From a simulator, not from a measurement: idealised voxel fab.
This is a process module. Its name is voxel fin reveal.
Square cells of 5 nm make up the cross-section cut, whose width is 210 nm.
Cross-section spec: square-cell grid; bands listed top down; each band is one or more rows. Top height, bottom height, nm. Materials left to right, width each, nm. Single material + "throughout" = fills band edge to edge. "empty" = empty. Beneath 0, the wafer as received is one material, and that level is where height counting begins. The lowest band goes on downward without a bottom; it is written like "top 0, no bottom". So if you see something like "30->40" for the width, read it as the top row of the band sitting at the first number and the bottom row at the second, with every row in between moving by the same amount as the last. For the purposes of this document, the phrase "no modifications" attached to a step denotes that no cell within the cross-section was modified by that step. "Trapped cavities" enumerates empty spaces isolated from the top, with no open way to it, that contain at least 8 cells, giving each as width x height at distance from the left edge, all three in nm. Step line, after settings: the simulator's comment on this step. overlay nm: where the mask lay relative to plan, measured to the right, on steps with a mask; negatives go left.

## Process steps foreseen in the plan
1) RECEIVE: material Si
2) CONFORMAL_DEP: material SiN, thk nm 10
3) PATTERN: tone cover, mask id FINS, material resist, width nm 15, pitch nm 40, thk nm 20, overlay nm 0
4) DIRECTIONAL_ETCH: etch materials SiN, depth nm 10
5) DIRECTIONAL_ETCH: etch materials Si, depth nm 40
6) STRIP: etch materials resist
7) OXIDIZE: depth nm 5
8) FILL_DEP: material SiO2, thk nm 5
9) CMP: height nm 10
10) SELECTIVE_ETCH: etch materials SiO2, depth nm 10
11) STRIP: etch materials SiN
12) CONFORMAL_DEP: material HfO2, thk nm 5
Heads up: all these wafers start the same, and what changes between them is the depth nm in step 10. The value you see in the plan is just what the first wafer got.

## Cross-section of the first of several received wafers, showing its state after step 1
top 0, no bottom  Si throughout
Trapped cavities: none

## Shown in cross-section: the first of several wafers at the end of the module, after its last step, step 12
top 5, bottom 0  HfO2 throughout
top 0, bottom -45  SiO2: 60 | Si: 5 | SiO2: 35 | Si: 5 | SiO2: 35 | Si: 5 | SiO2: 65
top -45, no bottom  Si throughout
Trapped cavities: none

## End of module: cross-section, last of several wafers
top 5, bottom 0  empty: 55 | HfO2: 15 | empty: 25 | HfO2: 15 | empty: 25 | HfO2: 15 | empty: 60
top 0, bottom -20  empty: 55 | HfO2: 5 | Si: 5 | HfO2: 5 | empty: 25 | HfO2: 5 | Si: 5 | HfO2: 5 | empty: 25 | HfO2: 5 | Si: 5 | HfO2: 5 | empty: 60
top -20, bottom -25  HfO2: 60 | Si: 5 | HfO2: 35 | Si: 5 | HfO2: 35 | Si: 5 | HfO2: 65
top -25, bottom -45  SiO2: 60 | Si: 5 | SiO2: 35 | Si: 5 | SiO2: 35 | Si: 5 | SiO2: 65
top -45, no bottom  Si throughout
Trapped cavities: none

## The following table contains a row per wafer, in which are reported, at the conclusion of the module, the cells of each material gained (+) or lost (-) since the wafer's receipt, with its closed voids given thereafter
depth nm 10 | +42 HfO2 | -351 Si | +351 SiO2 | Trapped cavities: none
depth nm 15 | +48 HfO2 | -351 Si | +312 SiO2 | Trapped cavities: none
depth nm 20 | +54 HfO2 | -351 Si | +273 SiO2 | Trapped cavities: none
depth nm 25 | +60 HfO2 | -351 Si | +234 SiO2 | Trapped cavities: none
depth nm 30 | +66 HfO2 | -351 Si | +195 SiO2 | Trapped cavities: none
depth nm 35 | +72 HfO2 | -351 Si | +156 SiO2 | Trapped cavities: none
